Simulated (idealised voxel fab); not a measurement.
Presented below is a process module, voxel local oxidation.
Square cells of 5 nm make up the cross-section cut, whose width is 210 nm.
Just so we're on the same page, the cross-sections are grids of square cells, and they're listed out in bands top to bottom, each band one or more rows deep. Look at the band entry: it leads with the top's height and the bottom's height in nm. Then it lists the materials left to right, with a width in nm for each. The word "all across" on a single material says that material fills the band edge to edge. The word "empty" is empty space. Measure heights from 0. That's the level where, below it, the as-received wafer is all one material. The lowest band is bottomless and extends downward; write it as in "0..down". Width "30..40": first value at the band's top row of cells, second value at its bottom row, equal change from row to row. Basically "nothing was modified" means that step didn't change any cell in the cross-section. This entry, "Closed voids list", enumerates those empty regions of no fewer than 8 cells that possess no open connection to the top. Each region is reported in the form width x height at distance, the distance being taken from the left edge, with all three quantities expressed in nm. On a step's line, text after the settings is the simulator commenting on that step. overlay nm: on a step with a mask, how far right of its planned place the mask lay; negative means left.

### List of planned process steps
1,RECEIVE,material Si
2,OXIDIZE,depth nm 5
3,CONFORMAL_DEP,material SiN,thk nm 15
4,MASKED_ETCH,tone cover,mask id ACTIVE,width nm 85,etch materials SiN,depth nm 15,overlay nm 0
5,SELECTIVE_ETCH,etch materials SiO2,depth nm 5
6,OXIDIZE,depth nm 15
7,STRIP,etch materials SiN
Wafers differ in width nm at step 4; plan lists the first wafer's value; identical starting state.

### The first of several wafers, as received after step 1, seen in section
0..down: Si all across
Closed voids list: none

### What follows is a table in which each wafer occupies a row; for the wafer as it stands at the close of the module, the row states, material by material, how many cells have been gained (+) or lost (-) since receipt, and then gives its closed voids
width nm 85 | -141 Si | +114 SiO2 | Closed voids list: none
width nm 90 | -138 Si | +112 SiO2 | Closed voids list: none
width nm 95 | -135 Si | +110 SiO2 | Closed voids list: none
width nm 100 | -132 Si | +108 SiO2 | Closed voids list: none
width nm 105 | -129 Si | +106 SiO2 | Closed voids list: none
width nm 110 | -126 Si | +104 SiO2 | Closed voids list: none
